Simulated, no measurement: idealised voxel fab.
voxel gate over fins: a process module
We display cut, a cross-section 195 nm in width whose square cells are each 5 nm.
How to read a cross-section here: the picture is a grid of square cells, written as bands going from the top down, and any band can span one or more rows of cells. Top height, bottom height, nm. Materials left to right, width each, nm. Single material + "full width" = fills band edge to edge. "empty" = empty. Height datum 0, below which the as-received substrate wafer is one material. Lowest band open at the bottom, running downward: "top 0, no bottom". The notation "30..40" denotes a width that varies across the rows of cells in the band, beginning at the first number in the top row, finishing at the second number in the bottom row, and changing by an identical amount from each row to the next. You'll sometimes find "no alterations made" written for a step, and that's the way of saying that nowhere in the cross-section did a cell change during that step. Basically, "Closed-off voids" tells you about the enclosed voids: empty spaces with no open way to the top, 8 cells or bigger, each written width x height at distance, where distance is from the left edge, all in nm. Note: text after step settings on the step line = simulator remark on that step. "overlay nm" denotes, for a step that has a mask, the displacement of the mask to the right of its planned place, with negative values corresponding to the left.
### Intended process steps
1) RECEIVE (material Si)
2) CONFORMAL_DEP (material SiN; thk nm 5)
3) DIRECTIONAL_DEP (material aC; thk nm 15)
4) PATTERN (tone cover; mask id FINS; material resist; width nm 15; pitch nm 60; thk nm 30; overlay nm 0)
5) DIRECTIONAL_ETCH (etch materials aC; depth nm 15)
6) STRIP (etch materials resist)
7) DIRECTIONAL_ETCH (etch materials SiN; depth nm 5)
8) DIRECTIONAL_ETCH (etch materials Si; depth nm 30)
9) STRIP (etch materials aC)
10) FILL_DEP (material SiO2; thk nm 10)
11) CMP (height nm 5)
12) MASKED_ETCH (tone open; mask id RAIL; width nm 15; etch materials SiO2; depth nm 30; overlay nm 0)
13) CONFORMAL_DEP (material TiN; thk nm 5)
14) FILL_DEP (material W; thk nm 5)
15) CMP (height nm 5)
16) SELECTIVE_ETCH (etch materials W Ru TiN; depth nm 20)
17) FILL_DEP (material SiO2; thk nm 5)
18) CMP (height nm 5)
19) SELECTIVE_ETCH (etch materials SiO2; depth nm 15)
20) STRIP (etch materials SiN)
21) CONFORMAL_DEP (material HfO2; thk nm 5)
22) CONFORMAL_DEP (material TiN; thk nm 5)
23) CONFORMAL_DEP (material TiAl; thk nm 5)
24) CONFORMAL_DEP (material TiN; thk nm 5)
25) FILL_DEP (material W; thk nm 15)
26) CMP (height nm 30)
27) CONFORMAL_DEP (material SiCN; thk nm 10)
### As-received wafer cross-section (after step 1)
- top 0, no bottom  Si full width
- Closed-off voids: none
### First of two wafers, end-of-module section, run followed plan
- top 40, bottom 30  SiCN full width
- top 30, bottom 20  W full width
- top 20, bottom 15  10 of W  55 of TiN  5 of W  55 of TiN  5 of W  55 of TiN  10 of W
- top 15, bottom 10  10 of W  5 of TiN  45 of TiAl  5 of TiN  5 of W  5 of TiN  45 of TiAl  5 of TiN  5 of W  5 of TiN  45 of TiAl  5 of TiN  10 of W
- top 10, bottom 5  15 of TiN  5 of TiAl  35 of TiN  5 of TiAl  15 of TiN  5 of TiAl  35 of TiN  5 of TiAl  15 of TiN  5 of TiAl  35 of TiN  5 of TiAl  15 of TiN
- top 5, bottom 0  20 of TiAl  5 of TiN  25 of HfO2  5 of TiN  25 of TiAl  5 of TiN  25 of HfO2  5 of TiN  25 of TiAl  5 of TiN  25 of HfO2  5 of TiN  20 of TiAl
- top 0, bottom -5  25 of TiN  5 of HfO2  15 of Si  5 of HfO2  35 of TiN  5 of HfO2  15 of Si  5 of HfO2  35 of TiN  5 of HfO2  15 of Si  5 of HfO2  25 of TiN
- top -5, bottom -10  30 of HfO2  15 of Si  45 of HfO2  15 of Si  45 of HfO2  15 of Si  30 of HfO2
- top -10, bottom -15  30 of SiO2  15 of Si  45 of SiO2  15 of Si  45 of SiO2  15 of Si  30 of SiO2
- top -15, bottom -20  30 of SiO2  15 of Si  15 of SiO2  5 of TiN  5 of W  5 of TiN  15 of SiO2  15 of Si  45 of SiO2  15 of Si  30 of SiO2
- top -20, bottom -25  30 of SiO2  15 of Si  15 of SiO2  15 of TiN  15 of SiO2  15 of Si  45 of SiO2  15 of Si  30 of SiO2
- top -25, bottom -30  30 of SiO2  15 of Si  45 of SiO2  15 of Si  45 of SiO2  15 of Si  30 of SiO2
- top -30, no bottom  Si full width
- Closed-off voids: none
### Cross-section of the latter of the two wafers at module completion. It had an identical start and an identical plan to the former; in running it, one mistake was made
- top 40, bottom 30  SiCN full width
- top 30, bottom 20  W full width
- top 20, bottom 15  10 of W  55 of TiN  5 of W  55 of TiN  5 of W  55 of TiN  10 of W
- top 15, bottom 10  10 of W  5 of TiN  45 of TiAl  5 of TiN  5 of W  5 of TiN  45 of TiAl  5 of TiN  5 of W  5 of TiN  45 of TiAl  5 of TiN  10 of W
- top 10, bottom 5  15 of TiN  5 of TiAl  35 of TiN  5 of TiAl  15 of TiN  5 of TiAl  35 of TiN  5 of TiAl  15 of TiN  5 of TiAl  35 of TiN  5 of TiAl  15 of TiN
- top 5, bottom 0  20 of TiAl  5 of TiN  25 of HfO2  5 of TiN  25 of TiAl  5 of TiN  25 of HfO2  5 of TiN  25 of TiAl  5 of TiN  25 of HfO2  5 of TiN  20 of TiAl
- top 0, bottom -5  25 of TiN  5 of HfO2  15 of Si  5 of HfO2  35 of TiN  5 of HfO2  15 of Si  5 of HfO2  35 of TiN  5 of HfO2  15 of Si  5 of HfO2  25 of TiN
- top -5, bottom -10  20 of HfO2  5 of TiN  5 of HfO2  15 of Si  5 of HfO2  5 of TiN  25 of HfO2  5 of TiN  5 of HfO2  15 of Si  5 of HfO2  5 of TiN  25 of HfO2  5 of TiN  5 of HfO2  15 of Si  5 of HfO2  5 of TiN  20 of HfO2
- top -10, bottom -15  15 of SiO2  15 of HfO2  15 of Si  15 of HfO2  15 of SiO2  15 of HfO2  15 of Si  15 of HfO2  15 of SiO2  15 of HfO2  15 of Si  15 of HfO2  15 of SiO2
- top -15, bottom -20  30 of SiO2  15 of Si  15 of SiO2  5 of TiN  5 of W  5 of TiN  15 of SiO2  15 of Si  45 of SiO2  15 of Si  30 of SiO2
- top -20, bottom -25  30 of SiO2  15 of Si  15 of SiO2  15 of TiN  15 of SiO2  15 of Si  45 of SiO2  15 of Si  30 of SiO2
- top -25, bottom -30  30 of SiO2  15 of Si  45 of SiO2  15 of Si  45 of SiO2  15 of Si  30 of SiO2
- top -30, no bottom  Si full width
- Closed-off voids: none
Misprocessing identified: mixed up steps 19 and 20 - ran each in the other's place
Bottom line after processing is that, in cells, the second wafer is up or down on some materials versus the first: HfO2: 12 more | SiO2: 18 fewer | TiN: 6 more
